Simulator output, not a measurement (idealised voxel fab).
Name of the process module below: voxel wiring stack
The cross-section shown here is cut; it is 235 nm wide and divided into square cells measuring 5 nm on a side.
This document writes a cross-section as a grid whose cells are square, and gives it as bands, listed from the top down; one or more rows of cells form a band. In this notation a band is specified by the heights of its top and bottom, in that order and in nm, after which its materials appear from left to right, each paired with its width in nm. The word "full width" attached to a single material means that material fills the band from edge to edge; the word "air" stands for empty space. Ref level 0: as-received wafer is one material below here. Bottom band extends down with no lower bound ("0 nm and below"). A width given as "30..40" starts at the first number in the band's top row and ends at the second number in its bottom row, shifting by an equal amount at every step from row to row. Step note "no alteration" = no cross-section cell changed. Each empty space that has no open way to the top and spans at least 8 cells appears under "Unvented cavities" as width x height at distance, the distance counted from the left edge, all in nm. On each step's line, the part that comes after the settings is the simulator's own comment on the step. overlay nm: on a step with a mask, how far right of its planned place the mask lay; negative means left.
## Process steps foreseen in the plan
step 1: RECEIVE | material Si
step 2: CONFORMAL_DEP | material SiO2 | thk nm 10
step 3: DIRECTIONAL_DEP | material TiN | thk nm 5
step 4: DIRECTIONAL_DEP | material W | thk nm 15
step 5: PATTERN | tone cover | mask id METAL_1 | material resist | width nm 25 | pitch nm 45 | thk nm 20 | overlay nm 0
step 6: DIRECTIONAL_ETCH | etch materials W | depth nm 15
step 7: DIRECTIONAL_ETCH | etch materials TiN | depth nm 5
step 8: STRIP | etch materials resist
step 9: CONFORMAL_DEP | material SiCN | thk nm 5
step 10: FILL_DEP | material SiO2 | thk nm 5
step 11: CMP | height nm 30
step 12: CONFORMAL_DEP | material SiCN | thk nm 5
step 13: DIRECTIONAL_DEP | material lowk | thk nm 15
step 14: PATTERN | tone open | mask id PLUG_1 | material resist | width nm 15 | thk nm 20 | overlay nm 0
step 15: DIRECTIONAL_ETCH | etch materials lowk | depth nm 15
step 16: DIRECTIONAL_ETCH | etch materials SiCN | depth nm 5
step 17: STRIP | etch materials resist
step 18: EPI | material Ru | thk nm 10
step 19: EPI | material Ru | thk nm 10
step 20: CONFORMAL_DEP | material SiN | thk nm 5
step 21: DIRECTIONAL_DEP | material SiO2 | thk nm 25
step 22: PATTERN | tone open | mask id METAL_2 | material resist | width nm 25 | pitch nm 45 | thk nm 20 | overlay nm 0
step 23: DIRECTIONAL_ETCH | etch materials SiO2 | depth nm 25
step 24: DIRECTIONAL_ETCH | etch materials SiN | depth nm 5
step 25: STRIP | etch materials resist
step 26: CONFORMAL_DEP | material TiN | thk nm 5
step 27: FILL_DEP | material Cu | thk nm 10
step 28: CMP | height nm 80
step 29: CONFORMAL_DEP | material SiCN | thk nm 5
step 30: DIRECTIONAL_DEP | material lowk | thk nm 10
step 31: PATTERN | tone open | mask id PLUG_2 | material resist | width nm 15 | pitch nm 45 | thk nm 20 | overlay nm 0
step 32: DIRECTIONAL_ETCH | etch materials lowk | depth nm 10
step 33: DIRECTIONAL_ETCH | etch materials SiCN | depth nm 5
step 34: STRIP | etch materials resist
step 35: EPI | material Ru | thk nm 10
step 36: EPI | material Ru | thk nm 5
step 37: DIRECTIONAL_DEP | material TiN | thk nm 5
step 38: DIRECTIONAL_DEP | material Ru | thk nm 15
step 39: DIRECTIONAL_DEP | material aC | thk nm 10
step 40: PATTERN | tone cover | mask id METAL_3 | material resist | width nm 25 | pitch nm 45 | thk nm 25 | overlay nm 0
step 41: DIRECTIONAL_ETCH | etch materials aC | depth nm 10
step 42: STRIP | etch materials resist
step 43: DIRECTIONAL_ETCH | etch materials Ru | depth nm 15
step 44: DIRECTIONAL_ETCH | etch materials TiN | depth nm 5
step 45: STRIP | etch materials aC
step 46: CONFORMAL_DEP | material SiN | thk nm 5
step 47: FILL_DEP | material lowk | thk nm 10
step 48: CMP | height nm 115
step 49: CONFORMAL_DEP | material SiCN | thk nm 5
step 50: DIRECTIONAL_DEP | material SiO2 | thk nm 25
step 51: DIRECTIONAL_DEP | material aC | thk nm 10
step 52: PATTERN | tone open | mask id METAL_4_HOLES | material resist | width nm 15 | pitch nm 45 | thk nm 25 | overlay nm 0
step 53: DIRECTIONAL_ETCH | etch materials aC | depth nm 10
step 54: STRIP | etch materials resist
step 55: DIRECTIONAL_ETCH | etch materials SiO2 | depth nm 25
step 56: STRIP | etch materials aC
step 57: MASKED_ETCH | tone open | mask id METAL_4 | width nm 25 | pitch nm 45 | etch materials SiO2 | depth nm 15 | overlay nm 0
step 58: MASKED_ETCH | tone open | mask id METAL_4 | width nm 25 | pitch nm 45 | etch materials SiCN | depth nm 5 | overlay nm 0
step 59: CONFORMAL_DEP | material TiN | thk nm 5
step 60: FILL_DEP | material Cu | thk nm 5
step 61: CMP | height nm 145
step 62: CONFORMAL_DEP | material SiN | thk nm 5
## First of two wafers, with the run carried out as planned
## Wafer as received: cross-section following step 1
- 0 nm and below  Si full width
- Unvented cavities: none
## Wafer xsec, post step 2
- 10 nm to 0 nm  SiO2 full width
- Heights below 0 show no change.
## Wafer xsec, post step 3
- 15 nm to 10 nm  TiN full width
- Heights below 10 show no change.
## Wafer xsec, post step 4
- 30 nm to 15 nm  W full width
- Heights below 15 show no change.
## Wafer xsec, post step 5
- 50 nm to 30 nm  air 80  resist 25  air 20  resist 25  air 85
- Heights below 30 show no change.
## Wafer xsec, post step 6
- 50 nm to 30 nm  air 80  resist 25  air 20  resist 25  air 85
- 30 nm to 15 nm  air 80  W 25  air 20  W 25  air 85
- Heights below 15 show no change.
## Wafer xsec, post step 7
- 50 nm to 30 nm  air 80  resist 25  air 20  resist 25  air 85
- 30 nm to 15 nm  air 80  W 25  air 20  W 25  air 85
- 15 nm to 10 nm  air 80  TiN 25  air 20  TiN 25  air 85
- Heights below 10 show no change.
## Wafer xsec, post step 8
- 30 nm to 15 nm  air 80  W 25  air 20  W 25  air 85
- Heights below 15 show no change.
## Wafer xsec, post step 9
- 35 nm to 30 nm  air 75  SiCN 35  air 10  SiCN 35  air 80
- 30 nm to 15 nm  air 75  SiCN 5  W 25  SiCN 5  air 10  SiCN 5  W 25  SiCN 5  air 80
- 15 nm to 10 nm  SiCN 80  TiN 25  SiCN 20  TiN 25  SiCN 85
- Heights below 10 show no change.
## Wafer xsec, post step 10
- 40 nm to 35 nm  SiO2 full width
- 35 nm to 30 nm  SiO2 75  SiCN 35  SiO2 10  SiCN 35  SiO2 80
- 30 nm to 15 nm  SiO2 75  SiCN 5  W 25  SiCN 5  SiO2 10  SiCN 5  W 25  SiCN 5  SiO2 80
- Heights below 15 show no change.
## Wafer xsec, post step 11
- 30 nm to 15 nm  SiO2 75  SiCN 5  W 25  SiCN 5  SiO2 10  SiCN 5  W 25  SiCN 5  SiO2 80
- Heights below 15 show no change.
## Wafer xsec, post step 12
- 35 nm to 30 nm  SiCN full width
- Heights below 30 show no change.
## Wafer xsec, post step 13
- 50 nm to 35 nm  lowk full width
- Heights below 35 show no change.
## Wafer xsec, post step 14
- 70 nm to 50 nm  resist 80  air 15  resist 140
- Heights below 50 show no change.
## Wafer xsec, post step 15
- 70 nm to 50 nm  resist 80  air 15  resist 140
- 50 nm to 35 nm  lowk 80  air 15  lowk 140
- Heights below 35 show no change.
## Wafer xsec, post step 16
- 70 nm to 50 nm  resist 80  air 15  resist 140
- 50 nm to 35 nm  lowk 80  air 15  lowk 140
- 35 nm to 30 nm  SiCN 80  air 15  SiCN 140
- Heights below 30 show no change.
## Wafer xsec, post step 17
- 50 nm to 35 nm  lowk 80  air 15  lowk 140
- Heights below 35 show no change.
## Wafer xsec, post step 18
- 50 nm to 40 nm  lowk 80  air 15  lowk 140
- 40 nm to 35 nm  lowk 80  Ru 15  lowk 140
- 35 nm to 30 nm  SiCN 80  Ru 15  SiCN 140
- Heights below 30 show no change.
## Wafer xsec, post step 19
- 50 nm to 35 nm  lowk 80  Ru 15  lowk 140
- Heights below 35 show no change.
## Wafer xsec, post step 20
- 55 nm to 50 nm  SiN full width
- Heights below 50 show no change.
## Wafer xsec, post step 21
- 80 nm to 55 nm  SiO2 full width
- Heights below 55 show no change.
## Wafer xsec, post step 22
- 100 nm to 80 nm  resist 80  air 25  resist 20  air 25  resist 85
- Heights below 80 show no change.
## Wafer xsec, post step 23
- 100 nm to 80 nm  resist 80  air 25  resist 20  air 25  resist 85
- 80 nm to 55 nm  SiO2 80  air 25  SiO2 20  air 25  SiO2 85
- Heights below 55 show no change.
## Wafer xsec, post step 24
- 100 nm to 80 nm  resist 80  air 25  resist 20  air 25  resist 85
- 80 nm to 55 nm  SiO2 80  air 25  SiO2 20  air 25  SiO2 85
- 55 nm to 50 nm  SiN 80  air 25  SiN 20  air 25  SiN 85
- Heights below 50 show no change.
## Wafer xsec, post step 25
- 80 nm to 55 nm  SiO2 80  air 25  SiO2 20  air 25  SiO2 85
- Heights below 55 show no change.
## Wafer xsec, post step 26
- 85 nm to 80 nm  TiN 85  air 15  TiN 30  air 15  TiN 90
- 80 nm to 55 nm  SiO2 80  TiN 5  air 15  TiN 5  SiO2 20  TiN 5  air 15  TiN 5  SiO2 85
- 55 nm to 50 nm  SiN 80  TiN 25  SiN 20  TiN 25  SiN 85
- Heights below 50 show no change.
## Wafer xsec, post step 27
- 95 nm to 85 nm  Cu full width
- 85 nm to 80 nm  TiN 85  Cu 15  TiN 30  Cu 15  TiN 90
- 80 nm to 55 nm  SiO2 80  TiN 5  Cu 15  TiN 5  SiO2 20  TiN 5  Cu 15  TiN 5  SiO2 85
- Heights below 55 show no change.
## Wafer xsec, post step 28
- 80 nm to 55 nm  SiO2 80  TiN 5  Cu 15  TiN 5  SiO2 20  TiN 5  Cu 15  TiN 5  SiO2 85
- Heights below 55 show no change.
## Wafer xsec, post step 29
- 85 nm to 80 nm  SiCN full width
- Heights below 80 show no change.
## Wafer xsec, post step 30
- 95 nm to 85 nm  lowk full width
- Heights below 85 show no change.
## Wafer xsec, post step 31
- 115 nm to 95 nm  resist 80  air 15  resist 30  air 15  resist 95
- Heights below 95 show no change.
## Wafer xsec, post step 32
- 115 nm to 95 nm  resist 80  air 15  resist 30  air 15  resist 95
- 95 nm to 85 nm  lowk 80  air 15  lowk 30  air 15  lowk 95
- Heights below 85 show no change.
## Wafer xsec, post step 33
- 115 nm to 95 nm  resist 80  air 15  resist 30  air 15  resist 95
- 95 nm to 85 nm  lowk 80  air 15  lowk 30  air 15  lowk 95
- 85 nm to 80 nm  SiCN 80  air 15  SiCN 30  air 15  SiCN 95
- Heights below 80 show no change.
## Wafer xsec, post step 34
- 95 nm to 85 nm  lowk 80  air 15  lowk 30  air 15  lowk 95
- Heights below 85 show no change.
## Wafer xsec, post step 35
- 95 nm to 90 nm  lowk 80  air 15  lowk 30  air 15  lowk 95
- 90 nm to 85 nm  lowk 80  Ru 15  lowk 30  Ru 15  lowk 95
- 85 nm to 80 nm  SiCN 80  Ru 15  SiCN 30  Ru 15  SiCN 95
- Heights below 80 show no change.
## Wafer xsec, post step 36
- 95 nm to 85 nm  lowk 80  Ru 15  lowk 30  Ru 15  lowk 95
- Heights below 85 show no change.
## Wafer xsec, post step 37
- 100 nm to 95 nm  TiN full width
- Heights below 95 show no change.
## Wafer xsec, post step 38
- 115 nm to 100 nm  Ru full width
- Heights below 100 show no change.
## Wafer xsec, post step 39
- 125 nm to 115 nm  aC full width
- Heights below 115 show no change.
## Wafer xsec, post step 40
- 150 nm to 125 nm  air 80  resist 25  air 20  resist 25  air 85
- Heights below 125 show no change.
## Wafer xsec, post step 41
- 140 nm to 125 nm  air 80  resist 25  air 20  resist 25  air 85
- 125 nm to 115 nm  air 80  aC 25  air 20  aC 25  air 85
- Heights below 115 show no change.
## Wafer xsec, post step 42
- 125 nm to 115 nm  air 80  aC 25  air 20  aC 25  air 85
- Heights below 115 show no change.
## Wafer xsec, post step 43
- 125 nm to 115 nm  air 80  aC 25  air 20  aC 25  air 85
- 115 nm to 100 nm  air 80  Ru 25  air 20  Ru 25  air 85
- Heights below 100 show no change.
## Wafer xsec, post step 44
- 125 nm to 115 nm  air 80  aC 25  air 20  aC 25  air 85
- 115 nm to 100 nm  air 80  Ru 25  air 20  Ru 25  air 85
- 100 nm to 95 nm  air 80  TiN 25  air 20  TiN 25  air 85
- Heights below 95 show no change.
## Wafer xsec, post step 45
- 115 nm to 100 nm  air 80  Ru 25  air 20  Ru 25  air 85
- Heights below 100 show no change.
## Wafer xsec, post step 46
- 120 nm to 115 nm  air 75  SiN 35  air 10  SiN 35  air 80
- 115 nm to 100 nm  air 75  SiN 5  Ru 25  SiN 5  air 10  SiN 5  Ru 25  SiN 5  air 80
- 100 nm to 95 nm  SiN 80  TiN 25  SiN 20  TiN 25  SiN 85
- Heights below 95 show no change.
## Wafer xsec, post step 47
- 130 nm to 120 nm  lowk full width
- 120 nm to 115 nm  lowk 75  SiN 35  lowk 10  SiN 35  lowk 80
- 115 nm to 100 nm  lowk 75  SiN 5  Ru 25  SiN 5  lowk 10  SiN 5  Ru 25  SiN 5  lowk 80
- Heights below 100 show no change.
## Wafer xsec, post step 48
- 115 nm to 100 nm  lowk 75  SiN 5  Ru 25  SiN 5  lowk 10  SiN 5  Ru 25  SiN 5  lowk 80
- Heights below 100 show no change.
## Wafer xsec, post step 49
- 120 nm to 115 nm  SiCN full width
- Heights below 115 show no change.
## Wafer xsec, post step 50
- 145 nm to 120 nm  SiO2 full width
- Heights below 120 show no change.
## Wafer xsec, post step 51
- 155 nm to 145 nm  aC full width
- Heights below 145 show no change.
## Wafer xsec, post step 52
- 180 nm to 155 nm  resist 80  air 15  resist 30  air 15  resist 95
- Heights below 155 show no change.
## Wafer xsec, post step 53
- 170 nm to 155 nm  resist 80  air 15  resist 30  air 15  resist 95
- 155 nm to 145 nm  aC 80  air 15  aC 30  air 15  aC 95
- Heights below 145 show no change.
## Wafer xsec, post step 54
- 155 nm to 145 nm  aC 80  air 15  aC 30  air 15  aC 95
- Heights below 145 show no change.
## Wafer xsec, post step 55
- 155 nm to 145 nm  aC 80  air 15  aC 30  air 15  aC 95
- 145 nm to 120 nm  SiO2 80  air 15  SiO2 30  air 15  SiO2 95
- Heights below 120 show no change.
## Wafer xsec, post step 56
- 145 nm to 120 nm  SiO2 80  air 15  SiO2 30  air 15  SiO2 95
- Heights below 120 show no change.
## Wafer xsec, post step 57
- 145 nm to 130 nm  SiO2 80  air 25  SiO2 20  air 25  SiO2 85
- Heights below 130 show no change.
## Wafer xsec, post step 58
- 145 nm to 130 nm  SiO2 80  air 25  SiO2 20  air 25  SiO2 85
- 130 nm to 120 nm  SiO2 80  air 15  SiO2 30  air 15  SiO2 95
- 120 nm to 115 nm  SiCN 80  air 15  SiCN 30  air 15  SiCN 95
- Heights below 115 show no change.
## Wafer xsec, post step 59
- 150 nm to 145 nm  TiN 85  air 15  TiN 30  air 15  TiN 90
- 145 nm to 135 nm  SiO2 80  TiN 5  air 15  TiN 5  SiO2 20  TiN 5  air 15  TiN 5  SiO2 85
- 135 nm to 130 nm  SiO2 80  TiN 5  air 5  TiN 15  SiO2 20  TiN 5  air 5  TiN 15  SiO2 85
- 130 nm to 120 nm  SiO2 80  TiN 5  air 5  TiN 5  SiO2 30  TiN 5  air 5  TiN 5  SiO2 95
- 120 nm to 115 nm  SiCN 80  TiN 15  SiCN 30  TiN 15  SiCN 95
- Heights below 115 show no change.
## Wafer xsec, post step 60
- 155 nm to 150 nm  Cu full width
- 150 nm to 145 nm  TiN 85  Cu 15  TiN 30  Cu 15  TiN 90
- 145 nm to 135 nm  SiO2 80  TiN 5  Cu 15  TiN 5  SiO2 20  TiN 5  Cu 15  TiN 5  SiO2 85
- 135 nm to 130 nm  SiO2 80  TiN 5  Cu 5  TiN 15  SiO2 20  TiN 5  Cu 5  TiN 15  SiO2 85
- 130 nm to 120 nm  SiO2 80  TiN 5  Cu 5  TiN 5  SiO2 30  TiN 5  Cu 5  TiN 5  SiO2 95
- Heights below 120 show no change.
## Wafer xsec, post step 61
- 145 nm to 135 nm  SiO2 80  TiN 5  Cu 15  TiN 5  SiO2 20  TiN 5  Cu 15  TiN 5  SiO2 85
- Heights below 135 show no change.
## Wafer xsec, post step 62
- 150 nm to 145 nm  SiN full width
- Heights below 145 show no change.
## Regarding the second of the two wafers: it shared the first wafer's starting condition and process plan, yet one error occurred during its execution. Its history coincides with that of the first wafer up to and including step 1
Second wafer profile in section, at the moment step 2 of the plan was meant to be complete: no alteration
## Second wafer profile in section, at the moment step 3 of the plan was meant to be complete
- 5 nm to 0 nm  TiN full width
- Heights below 0 show no change.
## Second wafer profile in section, at the moment step 4 of the plan was meant to be complete
- 20 nm to 5 nm  W full width
- Heights below 5 show no change.
## Second wafer profile in section, at the moment step 5 of the plan was meant to be complete
- 40 nm to 20 nm  air 80  resist 25  air 20  resist 25  air 85
- Heights below 20 show no change.
## Second wafer profile in section, at the moment step 6 of the plan was meant to be complete
- 40 nm to 20 nm  air 80  resist 25  air 20  resist 25  air 85
- 20 nm to 5 nm  air 80  W 25  air 20  W 25  air 85
- Heights below 5 show no change.
## Second wafer profile in section, at the moment step 7 of the plan was meant to be complete
- 40 nm to 20 nm  air 80  resist 25  air 20  resist 25  air 85
- 20 nm to 5 nm  air 80  W 25  air 20  W 25  air 85
- 5 nm to 0 nm  air 80  TiN 25  air 20  TiN 25  air 85
- Heights below 0 show no change.
## Second wafer profile in section, at the moment step 8 of the plan was meant to be complete
- 20 nm to 5 nm  air 80  W 25  air 20  W 25  air 85
- Heights below 5 show no change.
## Second wafer profile in section, at the moment step 9 of the plan was meant to be complete
- 25 nm to 20 nm  air 75  SiCN 35  air 10  SiCN 35  air 80
- 20 nm to 5 nm  air 75  SiCN 5  W 25  SiCN 5  air 10  SiCN 5  W 25  SiCN 5  air 80
- 5 nm to 0 nm  SiCN 80  TiN 25  SiCN 20  TiN 25  SiCN 85
- Heights below 0 show no change.
## Second wafer profile in section, at the moment step 10 of the plan was meant to be complete
- 30 nm to 25 nm  SiO2 full width
- 25 nm to 20 nm  SiO2 75  SiCN 35  SiO2 10  SiCN 35  SiO2 80
- 20 nm to 5 nm  SiO2 75  SiCN 5  W 25  SiCN 5  SiO2 10  SiCN 5  W 25  SiCN 5  SiO2 80
- Heights below 5 show no change.
Second wafer profile in section, at the moment step 11 of the plan was meant to be complete: no alteration
## Second wafer profile in section, at the moment step 12 of the plan was meant to be complete
- 35 nm to 30 nm  SiCN full width
- Heights below 30 show no change.
## Second wafer profile in section, at the moment step 13 of the plan was meant to be complete
- 50 nm to 35 nm  lowk full width
- Heights below 35 show no change.
## Second wafer profile in section, at the moment step 14 of the plan was meant to be complete
- 70 nm to 50 nm  resist 80  air 15  resist 140
- Heights below 50 show no change.
## Second wafer profile in section, at the moment step 15 of the plan was meant to be complete
- 70 nm to 50 nm  resist 80  air 15  resist 140
- 50 nm to 35 nm  lowk 80  air 15  lowk 140
- Heights below 35 show no change.
## Second wafer profile in section, at the moment step 16 of the plan was meant to be complete
- 70 nm to 50 nm  resist 80  air 15  resist 140
- 50 nm to 35 nm  lowk 80  air 15  lowk 140
- 35 nm to 30 nm  SiCN 80  air 15  SiCN 140
- Heights below 30 show no change.
## Second wafer profile in section, at the moment step 17 of the plan was meant to be complete
- 50 nm to 35 nm  lowk 80  air 15  lowk 140
- Heights below 35 show no change.
Second wafer profile in section, at the moment step 18 of the plan was meant to be complete: no alteration
Second wafer profile in section, at the moment step 19 of the plan was meant to be complete: no alteration
## Second wafer profile in section, at the moment step 20 of the plan was meant to be complete
- 55 nm to 50 nm  SiN 85  air 5  SiN 145
- 50 nm to 35 nm  lowk 80  SiN 5  air 5  SiN 5  lowk 140
- 35 nm to 30 nm  SiCN 80  SiN 15  SiCN 140
- Heights below 30 show no change.
## Second wafer profile in section, at the moment step 21 of the plan was meant to be complete
- 80 nm to 60 nm  SiO2 85  air 5  SiO2 145
- 60 nm to 55 nm  SiO2 full width
- 55 nm to 50 nm  SiN 85  SiO2 5  SiN 145
- 50 nm to 35 nm  lowk 80  SiN 5  SiO2 5  SiN 5  lowk 140
- Heights below 35 show no change.
## Second wafer profile in section, at the moment step 22 of the plan was meant to be complete
- 100 nm to 80 nm  resist 80  air 25  resist 20  air 25  resist 85
- Heights below 80 show no change.
## Second wafer profile in section, at the moment step 23 of the plan was meant to be complete
- 100 nm to 80 nm  resist 80  air 25  resist 20  air 25  resist 85
- 80 nm to 55 nm  SiO2 80  air 25  SiO2 20  air 25  SiO2 85
- 55 nm to 50 nm  SiN 85  air 5  SiN 145
- 50 nm to 35 nm  lowk 80  SiN 5  air 5  SiN 5  lowk 140
- Heights below 35 show no change.
## Second wafer profile in section, at the moment step 24 of the plan was meant to be complete
- 100 nm to 80 nm  resist 80  air 25  resist 20  air 25  resist 85
- 80 nm to 55 nm  SiO2 80  air 25  SiO2 20  air 25  SiO2 85
- 55 nm to 50 nm  SiN 80  air 25  SiN 20  air 25  SiN 85
- 50 nm to 35 nm  lowk 80  SiN 5  air 5  SiN 5  lowk 140
- 35 nm to 30 nm  SiCN 80  SiN 5  air 5  SiN 5  SiCN 140
- Heights below 30 show no change.
## Second wafer profile in section, at the moment step 25 of the plan was meant to be complete
- 80 nm to 55 nm  SiO2 80  air 25  SiO2 20  air 25  SiO2 85
- Heights below 55 show no change.
## Second wafer profile in section, at the moment step 26 of the plan was meant to be complete
- 85 nm to 80 nm  TiN 85  air 15  TiN 30  air 15  TiN 90
- 80 nm to 55 nm  SiO2 80  TiN 5  air 15  TiN 5  SiO2 20  TiN 5  air 15  TiN 5  SiO2 85
- 55 nm to 50 nm  SiN 80  TiN 25  SiN 20  TiN 25  SiN 85
- 50 nm to 35 nm  lowk 80  SiN 5  TiN 5  SiN 5  lowk 140
- 35 nm to 30 nm  SiCN 80  SiN 5  TiN 5  SiN 5  SiCN 140
- Heights below 30 show no change.
## Second wafer profile in section, at the moment step 27 of the plan was meant to be complete
- 95 nm to 85 nm  Cu full width
- 85 nm to 80 nm  TiN 85  Cu 15  TiN 30  Cu 15  TiN 90
- 80 nm to 55 nm  SiO2 80  TiN 5  Cu 15  TiN 5  SiO2 20  TiN 5  Cu 15  TiN 5  SiO2 85
- Heights below 55 show no change.
## Second wafer profile in section, at the moment step 28 of the plan was meant to be complete
- 80 nm to 55 nm  SiO2 80  TiN 5  Cu 15  TiN 5  SiO2 20  TiN 5  Cu 15  TiN 5  SiO2 85
- Heights below 55 show no change.
## Second wafer profile in section, at the moment step 29 of the plan was meant to be complete
- 85 nm to 80 nm  SiCN full width
- Heights below 80 show no change.
## Second wafer profile in section, at the moment step 30 of the plan was meant to be complete
- 95 nm to 85 nm  lowk full width
- Heights below 85 show no change.
## Second wafer profile in section, at the moment step 31 of the plan was meant to be complete
- 115 nm to 95 nm  resist 80  air 15  resist 30  air 15  resist 95
- Heights below 95 show no change.
## Second wafer profile in section, at the moment step 32 of the plan was meant to be complete
- 115 nm to 95 nm  resist 80  air 15  resist 30  air 15  resist 95
- 95 nm to 85 nm  lowk 80  air 15  lowk 30  air 15  lowk 95
- Heights below 85 show no change.
## Second wafer profile in section, at the moment step 33 of the plan was meant to be complete
- 115 nm to 95 nm  resist 80  air 15  resist 30  air 15  resist 95
- 95 nm to 85 nm  lowk 80  air 15  lowk 30  air 15  lowk 95
- 85 nm to 80 nm  SiCN 80  air 15  SiCN 30  air 15  SiCN 95
- Heights below 80 show no change.
## Second wafer profile in section, at the moment step 34 of the plan was meant to be complete
- 95 nm to 85 nm  lowk 80  air 15  lowk 30  air 15  lowk 95
- Heights below 85 show no change.
## Second wafer profile in section, at the moment step 35 of the plan was meant to be complete
- 95 nm to 90 nm  lowk 80  air 15  lowk 30  air 15  lowk 95
- 90 nm to 85 nm  lowk 80  Ru 15  lowk 30  Ru 15  lowk 95
- 85 nm to 80 nm  SiCN 80  Ru 15  SiCN 30  Ru 15  SiCN 95
- Heights below 80 show no change.
## Second wafer profile in section, at the moment step 36 of the plan was meant to be complete
- 95 nm to 85 nm  lowk 80  Ru 15  lowk 30  Ru 15  lowk 95
- Heights below 85 show no change.
## Second wafer profile in section, at the moment step 37 of the plan was meant to be complete
- 100 nm to 95 nm  TiN full width
- Heights below 95 show no change.
## Second wafer profile in section, at the moment step 38 of the plan was meant to be complete
- 115 nm to 100 nm  Ru full width
- Heights below 100 show no change.
## Second wafer profile in section, at the moment step 39 of the plan was meant to be complete
- 125 nm to 115 nm  aC full width
- Heights below 115 show no change.
## Second wafer profile in section, at the moment step 40 of the plan was meant to be complete
- 150 nm to 125 nm  air 80  resist 25  air 20  resist 25  air 85
- Heights below 125 show no change.
## Second wafer profile in section, at the moment step 41 of the plan was meant to be complete
- 140 nm to 125 nm  air 80  resist 25  air 20  resist 25  air 85
- 125 nm to 115 nm  air 80  aC 25  air 20  aC 25  air 85
- Heights below 115 show no change.
## Second wafer profile in section, at the moment step 42 of the plan was meant to be complete
- 125 nm to 115 nm  air 80  aC 25  air 20  aC 25  air 85
- Heights below 115 show no change.
## Second wafer profile in section, at the moment step 43 of the plan was meant to be complete
- 125 nm to 115 nm  air 80  aC 25  air 20  aC 25  air 85
- 115 nm to 100 nm  air 80  Ru 25  air 20  Ru 25  air 85
- Heights below 100 show no change.
## Second wafer profile in section, at the moment step 44 of the plan was meant to be complete
- 125 nm to 115 nm  air 80  aC 25  air 20  aC 25  air 85
- 115 nm to 100 nm  air 80  Ru 25  air 20  Ru 25  air 85
- 100 nm to 95 nm  air 80  TiN 25  air 20  TiN 25  air 85
- Heights below 95 show no change.
## Second wafer profile in section, at the moment step 45 of the plan was meant to be complete
- 115 nm to 100 nm  air 80  Ru 25  air 20  Ru 25  air 85
- Heights below 100 show no change.
## Second wafer profile in section, at the moment step 46 of the plan was meant to be complete
- 120 nm to 115 nm  air 75  SiN 35  air 10  SiN 35  air 80
- 115 nm to 100 nm  air 75  SiN 5  Ru 25  SiN 5  air 10  SiN 5  Ru 25  SiN 5  air 80
- 100 nm to 95 nm  SiN 80  TiN 25  SiN 20  TiN 25  SiN 85
- Heights below 95 show no change.
## Second wafer profile in section, at the moment step 47 of the plan was meant to be complete
- 130 nm to 120 nm  lowk full width
- 120 nm to 115 nm  lowk 75  SiN 35  lowk 10  SiN 35  lowk 80
- 115 nm to 100 nm  lowk 75  SiN 5  Ru 25  SiN 5  lowk 10  SiN 5  Ru 25  SiN 5  lowk 80
- Heights below 100 show no change.
## Second wafer profile in section, at the moment step 48 of the plan was meant to be complete
- 115 nm to 100 nm  lowk 75  SiN 5  Ru 25  SiN 5  lowk 10  SiN 5  Ru 25  SiN 5  lowk 80
- Heights below 100 show no change.
## Second wafer profile in section, at the moment step 49 of the plan was meant to be complete
- 120 nm to 115 nm  SiCN full width
- Heights below 115 show no change.
## Second wafer profile in section, at the moment step 50 of the plan was meant to be complete
- 145 nm to 120 nm  SiO2 full width
- Heights below 120 show no change.
## Second wafer profile in section, at the moment step 51 of the plan was meant to be complete
- 155 nm to 145 nm  aC full width
- Heights below 145 show no change.
## Second wafer profile in section, at the moment step 52 of the plan was meant to be complete
- 180 nm to 155 nm  resist 80  air 15  resist 30  air 15  resist 95
- Heights below 155 show no change.
## Second wafer profile in section, at the moment step 53 of the plan was meant to be complete
- 170 nm to 155 nm  resist 80  air 15  resist 30  air 15  resist 95
- 155 nm to 145 nm  aC 80  air 15  aC 30  air 15  aC 95
- Heights below 145 show no change.
## Second wafer profile in section, at the moment step 54 of the plan was meant to be complete
- 155 nm to 145 nm  aC 80  air 15  aC 30  air 15  aC 95
- Heights below 145 show no change.
## Second wafer profile in section, at the moment step 55 of the plan was meant to be complete
- 155 nm to 145 nm  aC 80  air 15  aC 30  air 15  aC 95
- 145 nm to 120 nm  SiO2 80  air 15  SiO2 30  air 15  SiO2 95
- Heights below 120 show no change.
## Second wafer profile in section, at the moment step 56 of the plan was meant to be complete
- 145 nm to 120 nm  SiO2 80  air 15  SiO2 30  air 15  SiO2 95
- Heights below 120 show no change.
## Second wafer profile in section, at the moment step 57 of the plan was meant to be complete
- 145 nm to 130 nm  SiO2 80  air 25  SiO2 20  air 25  SiO2 85
- Heights below 130 show no change.
## Second wafer profile in section, at the moment step 58 of the plan was meant to be complete
- 145 nm to 130 nm  SiO2 80  air 25  SiO2 20  air 25  SiO2 85
- 130 nm to 120 nm  SiO2 80  air 15  SiO2 30  air 15  SiO2 95
- 120 nm to 115 nm  SiCN 80  air 15  SiCN 30  air 15  SiCN 95
- Heights below 115 show no change.
## Second wafer profile in section, at the moment step 59 of the plan was meant to be complete
- 150 nm to 145 nm  TiN 85  air 15  TiN 30  air 15  TiN 90
- 145 nm to 135 nm  SiO2 80  TiN 5  air 15  TiN 5  SiO2 20  TiN 5  air 15  TiN 5  SiO2 85
- 135 nm to 130 nm  SiO2 80  TiN 5  air 5  TiN 15  SiO2 20  TiN 5  air 5  TiN 15  SiO2 85
- 130 nm to 120 nm  SiO2 80  TiN 5  air 5  TiN 5  SiO2 30  TiN 5  air 5  TiN 5  SiO2 95
- 120 nm to 115 nm  SiCN 80  TiN 15  SiCN 30  TiN 15  SiCN 95
- Heights below 115 show no change.
## Second wafer profile in section, at the moment step 60 of the plan was meant to be complete
- 155 nm to 150 nm  Cu full width
- 150 nm to 145 nm  TiN 85  Cu 15  TiN 30  Cu 15  TiN 90
- 145 nm to 135 nm  SiO2 80  TiN 5  Cu 15  TiN 5  SiO2 20  TiN 5  Cu 15  TiN 5  SiO2 85
- 135 nm to 130 nm  SiO2 80  TiN 5  Cu 5  TiN 15  SiO2 20  TiN 5  Cu 5  TiN 15  SiO2 85
- 130 nm to 120 nm  SiO2 80  TiN 5  Cu 5  TiN 5  SiO2 30  TiN 5  Cu 5  TiN 5  SiO2 95
- Heights below 120 show no change.
## Second wafer profile in section, at the moment step 61 of the plan was meant to be complete
- 145 nm to 135 nm  SiO2 80  TiN 5  Cu 15  TiN 5  SiO2 20  TiN 5  Cu 15  TiN 5  SiO2 85
- Heights below 135 show no change.
## Second wafer profile in section, at the moment step 62 of the plan was meant to be complete
- 150 nm to 145 nm  SiN full width
- Heights below 145 show no change.
Deviation from plan: step 2 of the plan: omitted, not performed
End check, counted in cells, second wafer has more or fewer of these materials than the first: -12 Ru | +14 SiCN | +8 SiN | -14 SiO2 | +4 TiN
